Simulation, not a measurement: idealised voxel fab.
A process module follows: voxel trench capacitor.
Shown is cross-section cut, with a width of 300 nm and square cells of size 5 nm.
Cross-section, as written here: a square-cell grid given band by band from the top down, where a band holds one or more rows of cells.
Within each band entry, the heights of the top and of the bottom of the band appear first, in that order and in nm; the materials of the band then follow from left to right, each with its corresponding width in nm. The designation "full width" on a single material indicates that it fills the band from edge to edge; the designation "blank" indicates empty space.
The reference from which all heights are counted is 0, the level beneath which the as-received wafer is entirely one material; the lowest band, having no lower bound, proceeds downward and is written after the example "z 0 and below".
So if you see something like "30->40" for the width, read it as the top row of the band sitting at the first number and the bottom row at the second, with every row in between moving by the same amount as the last.
No cell of the cross-section changed in a step that is given as "remained the same".
In the "Internal closed voids" entry, you get each enclosed empty space of 8 cells or more, one with no open way to the top, written width x height at distance, distance from the left edge, in nm.
Read whatever lies past the settings on a step's line as the simulator's own remark about the step.
"overlay nm" on a masked step: distance the mask lay right of its planned place, negative for left.
-- Listed below are the process steps as planned
- 1: RECEIVE: material Si
- 2: CONFORMAL_DEP: material SiN, thk nm 10
- 3: PATTERN: tone open, mask id TRENCH, material resist, width nm 15, pitch nm 40, thk nm 20, overlay nm 0
- 4: DIRECTIONAL_ETCH: etch materials SiN, depth nm 10
- 5: DIRECTIONAL_ETCH: etch materials Si, depth nm 25
- 6: STRIP: etch materials resist
- 7: CONFORMAL_DEP: material Al2O3, thk nm 5
- 8: FILL_DEP: material polySi, thk nm 5
- 9: CMP: height nm 10
-- Delivered wafer in cross-section: state after step 1
> z 0 and below  Si full width
> Internal closed voids: none
-- The first of the two wafers as seen in cross-section once the module was finished; processing followed the plan
> z 10 to 0  SiN: 80 / Al2O3: 5 / polySi: 5 / Al2O3: 5 / SiN: 25 / Al2O3: 5 / polySi: 5 / Al2O3: 5 / SiN: 25 / Al2O3: 5 / polySi: 5 / Al2O3: 5 / SiN: 25 / Al2O3: 5 / polySi: 5 / Al2O3: 5 / SiN: 85
> z 0 to -20  Si: 80 / Al2O3: 5 / polySi: 5 / Al2O3: 5 / Si: 25 / Al2O3: 5 / polySi: 5 / Al2O3: 5 / Si: 25 / Al2O3: 5 / polySi: 5 / Al2O3: 5 / Si: 25 / Al2O3: 5 / polySi: 5 / Al2O3: 5 / Si: 85
> z -20 to -25  Si: 80 / Al2O3: 15 / Si: 25 / Al2O3: 15 / Si: 25 / Al2O3: 15 / Si: 25 / Al2O3: 15 / Si: 85
> z -25 and below  Si full width
> Internal closed voids: none
-- Module end: cross-section of wafer two of two. Same start and process plan as the first wafer. One mistake during execution
> z 10 to 0  polySi: 75 / Al2O3: 5 / SiN: 15 / Al2O3: 5 / polySi: 15 / Al2O3: 5 / SiN: 15 / Al2O3: 5 / polySi: 15 / Al2O3: 5 / SiN: 15 / Al2O3: 5 / polySi: 15 / Al2O3: 5 / SiN: 15 / Al2O3: 5 / polySi: 80
> z 0 to -20  polySi: 75 / Al2O3: 5 / Si: 15 / Al2O3: 5 / polySi: 15 / Al2O3: 5 / Si: 15 / Al2O3: 5 / polySi: 15 / Al2O3: 5 / Si: 15 / Al2O3: 5 / polySi: 15 / Al2O3: 5 / Si: 15 / Al2O3: 5 / polySi: 80
> z -20 to -25  Al2O3: 80 / Si: 15 / Al2O3: 25 / Si: 15 / Al2O3: 25 / Si: 15 / Al2O3: 25 / Si: 15 / Al2O3: 85
> z -25 and below  Si full width
> Internal closed voids: none
Plan not followed: for step 3, the planned setting was not used; the step was instead run as PATTERN: tone cover, mask id TRENCH, material resist, width nm 15, pitch nm 40, thk nm 20, overlay nm 0
Wrapping up, a cell-based count of both wafers puts the second over or under the first for these materials: +36 Al2O3 | -180 Si | -72 SiN | +216 polySi
